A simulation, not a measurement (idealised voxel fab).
process module | voxel self aligned vias
cross-section cut | 225 nm wide | cells 5 nm
A cross-section is a grid of square cells, given in bands from the top down. A band is one or more rows of cells.
Each band's line starts with the height of the band's top and of its bottom, in nm. Then come its materials from left to right, each with its width in nm. One material with "throughout" fills the band from edge to edge. "air" is empty space.
Height 0 is the level under which the wafer as received is all one material. The lowest band goes on downwards, as in "0 down".
A width such as "30 to 40" changes by the same amount from each row of cells to the next, from the band's top row to its bottom row.
"no change" after a step means that no cell of the cross-section changed.
closed voids: empty space of 8 cells or more with no open way to the top, each as width x height at its distance from the left edge, in nm
after a step's settings: what the simulator itself notes on the step
overlay nm, on a step with a mask: how far to the right of its planned place the mask lay; to the left if negative
plan
1 op RECEIVE | material Si
2 op CONFORMAL_DEP | material SiO2 | thk nm 15
3 op CONFORMAL_DEP | material SiCN | thk nm 5
4 op DIRECTIONAL_DEP | material SiO2 | thk nm 30
5 op DIRECTIONAL_DEP | material aC | thk nm 15
6 op PATTERN | tone open | mask id LINES | material resist | width nm 20 | pitch nm 55 | thk nm 30 | overlay nm 0
7 op DIRECTIONAL_ETCH | etch materials aC | depth nm 15
8 op STRIP | etch materials resist
9 op DIRECTIONAL_ETCH | etch materials SiO2 | depth nm 30
10 op STRIP | etch materials aC
11 op CONFORMAL_DEP | material TiN | thk nm 5
12 op FILL_DEP | material Ru | thk nm 5
13 op CMP | height nm 50
14 op SELECTIVE_ETCH | etch materials W Ru TiN | depth nm 5
15 op FILL_DEP | material SiN | thk nm 10
16 op CMP | height nm 50
17 op DIRECTIONAL_DEP | material SiO2 | thk nm 15
18 op PATTERN | tone open | mask id VIAS | material resist | width nm 40 | pitch nm 55 | thk nm 15 | overlay nm 0
19 op DIRECTIONAL_ETCH | etch materials SiO2 | depth nm 15
20 op DIRECTIONAL_ETCH | etch materials SiN | depth nm 5
21 op STRIP | etch materials resist
22 op CONFORMAL_DEP | material TiN | thk nm 5
23 op FILL_DEP | material Cu | thk nm 5
24 op CMP | height nm 65
25 op CONFORMAL_DEP | material SiN | thk nm 5
first wafer, as planned
as received, after step 1
  0 down: Si throughout
  closed voids: none
after step 2
  15 to 0: SiO2 throughout
  below 0: unchanged
after step 3
  20 to 15: SiCN throughout
  below 15: unchanged
after step 4
  50 to 20: SiO2 throughout
  below 20: unchanged
after step 5
  65 to 50: aC throughout
  below 50: unchanged
after step 6
  95 to 65: resist 75 | air 20 | resist 35 | air 20 | resist 75
  below 65: unchanged
after step 7
  80 to 65: resist 75 | air 20 | resist 35 | air 20 | resist 75
  65 to 50: aC 75 | air 20 | aC 35 | air 20 | aC 75
  below 50: unchanged
after step 8
  65 to 50: aC 75 | air 20 | aC 35 | air 20 | aC 75
  below 50: unchanged
after step 9
  65 to 50: aC 75 | air 20 | aC 35 | air 20 | aC 75
  50 to 20: SiO2 75 | air 20 | SiO2 35 | air 20 | SiO2 75
  below 20: unchanged
after step 10
  50 to 20: SiO2 75 | air 20 | SiO2 35 | air 20 | SiO2 75
  below 20: unchanged
after step 11
  55 to 50: TiN 80 | air 10 | TiN 45 | air 10 | TiN 80
  50 to 25: SiO2 75 | TiN 5 | air 10 | TiN 5 | SiO2 35 | TiN 5 | air 10 | TiN 5 | SiO2 75
  25 to 20: SiO2 75 | TiN 20 | SiO2 35 | TiN 20 | SiO2 75
  below 20: unchanged
after step 12
  60 to 55: Ru throughout
  55 to 50: TiN 80 | Ru 10 | TiN 45 | Ru 10 | TiN 80
  50 to 25: SiO2 75 | TiN 5 | Ru 10 | TiN 5 | SiO2 35 | TiN 5 | Ru 10 | TiN 5 | SiO2 75
  below 25: unchanged
after step 13
  50 to 25: SiO2 75 | TiN 5 | Ru 10 | TiN 5 | SiO2 35 | TiN 5 | Ru 10 | TiN 5 | SiO2 75
  below 25: unchanged
after step 14
  50 to 45: SiO2 75 | air 20 | SiO2 35 | air 20 | SiO2 75
  below 45: unchanged
after step 15
  60 to 50: SiN throughout
  50 to 45: SiO2 75 | SiN 20 | SiO2 35 | SiN 20 | SiO2 75
  below 45: unchanged
after step 16
  50 to 45: SiO2 75 | SiN 20 | SiO2 35 | SiN 20 | SiO2 75
  below 45: unchanged
after step 17
  65 to 50: SiO2 throughout
  below 50: unchanged
after step 18
  80 to 65: resist 65 | air 40 | resist 15 | air 40 | resist 65
  below 65: unchanged
after step 19
  80 to 65: resist 65 | air 40 | resist 15 | air 40 | resist 65
  65 to 50: SiO2 65 | air 40 | SiO2 15 | air 40 | SiO2 65
  below 50: unchanged
after step 20
  80 to 65: resist 65 | air 40 | resist 15 | air 40 | resist 65
  65 to 50: SiO2 65 | air 40 | SiO2 15 | air 40 | SiO2 65
  50 to 45: SiO2 75 | air 20 | SiO2 35 | air 20 | SiO2 75
  below 45: unchanged
after step 21
  65 to 50: SiO2 65 | air 40 | SiO2 15 | air 40 | SiO2 65
  below 50: unchanged
after step 22
  70 to 65: TiN 70 | air 30 | TiN 25 | air 30 | TiN 70
  65 to 55: SiO2 65 | TiN 5 | air 30 | TiN 5 | SiO2 15 | TiN 5 | air 30 | TiN 5 | SiO2 65
  55 to 50: SiO2 65 | TiN 15 | air 10 | TiN 15 | SiO2 15 | TiN 15 | air 10 | TiN 15 | SiO2 65
  50 to 45: SiO2 75 | TiN 20 | SiO2 35 | TiN 20 | SiO2 75
  below 45: unchanged
after step 23
  75 to 70: Cu throughout
  70 to 65: TiN 70 | Cu 30 | TiN 25 | Cu 30 | TiN 70
  65 to 55: SiO2 65 | TiN 5 | Cu 30 | TiN 5 | SiO2 15 | TiN 5 | Cu 30 | TiN 5 | SiO2 65
  55 to 50: SiO2 65 | TiN 15 | Cu 10 | TiN 15 | SiO2 15 | TiN 15 | Cu 10 | TiN 15 | SiO2 65
  below 50: unchanged
after step 24
  65 to 55: SiO2 65 | TiN 5 | Cu 30 | TiN 5 | SiO2 15 | TiN 5 | Cu 30 | TiN 5 | SiO2 65
  below 55: unchanged
after step 25
  70 to 65: SiN throughout
  below 65: unchanged
second wafer: like start, like plan, one mistake. Through step 3 it matches the first wafer
when step 4 should have ended
  50 to 20: TiN throughout
  below 20: unchanged
when step 5 should have ended
  65 to 50: aC throughout
  below 50: unchanged
when step 6 should have ended
  95 to 65: resist 75 | air 20 | resist 35 | air 20 | resist 75
  below 65: unchanged
when step 7 should have ended
  80 to 65: resist 75 | air 20 | resist 35 | air 20 | resist 75
  65 to 50: aC 75 | air 20 | aC 35 | air 20 | aC 75
  below 50: unchanged
when step 8 should have ended
  65 to 50: aC 75 | air 20 | aC 35 | air 20 | aC 75
  below 50: unchanged
when step 9 should have ended: no change
when step 10 should have ended
  50 to 20: TiN throughout
  below 20: unchanged
when step 11 should have ended
  55 to 20: TiN throughout
  below 20: unchanged
when step 12 should have ended
  60 to 55: Ru throughout
  below 55: unchanged
when step 13 should have ended
  50 to 20: TiN throughout
  below 20: unchanged
when step 14 should have ended
  45 to 20: TiN throughout
  below 20: unchanged
when step 15 should have ended
  55 to 45: SiN throughout
  below 45: unchanged
when step 16 should have ended
  50 to 45: SiN throughout
  below 45: unchanged
when step 17 should have ended
  65 to 50: SiO2 throughout
  below 50: unchanged
when step 18 should have ended
  80 to 65: resist 65 | air 40 | resist 15 | air 40 | resist 65
  below 65: unchanged
when step 19 should have ended
  80 to 65: resist 65 | air 40 | resist 15 | air 40 | resist 65
  65 to 50: SiO2 65 | air 40 | SiO2 15 | air 40 | SiO2 65
  below 50: unchanged
when step 20 should have ended
  80 to 65: resist 65 | air 40 | resist 15 | air 40 | resist 65
  65 to 50: SiO2 65 | air 40 | SiO2 15 | air 40 | SiO2 65
  50 to 45: SiN 65 | air 40 | SiN 15 | air 40 | SiN 65
  below 45: unchanged
when step 21 should have ended
  65 to 50: SiO2 65 | air 40 | SiO2 15 | air 40 | SiO2 65
  below 50: unchanged
when step 22 should have ended
  70 to 65: TiN 70 | air 30 | TiN 25 | air 30 | TiN 70
  65 to 50: SiO2 65 | TiN 5 | air 30 | TiN 5 | SiO2 15 | TiN 5 | air 30 | TiN 5 | SiO2 65
  50 to 45: SiN 65 | TiN 40 | SiN 15 | TiN 40 | SiN 65
  below 45: unchanged
when step 23 should have ended
  75 to 70: Cu throughout
  70 to 65: TiN 70 | Cu 30 | TiN 25 | Cu 30 | TiN 70
  65 to 50: SiO2 65 | TiN 5 | Cu 30 | TiN 5 | SiO2 15 | TiN 5 | Cu 30 | TiN 5 | SiO2 65
  below 50: unchanged
when step 24 should have ended
  65 to 50: SiO2 65 | TiN 5 | Cu 30 | TiN 5 | SiO2 15 | TiN 5 | Cu 30 | TiN 5 | SiO2 65
  below 50: unchanged
when step 25 should have ended
  70 to 65: SiN throughout
  below 65: unchanged
what went wrong: step 4 ran as: op DIRECTIONAL_DEP | material TiN | thk nm 30
at the end the second wafer has, in cells: 8 more of Cu | 16 fewer of Ru | 29 more of SiN | 222 fewer of SiO2 | 201 more of TiN
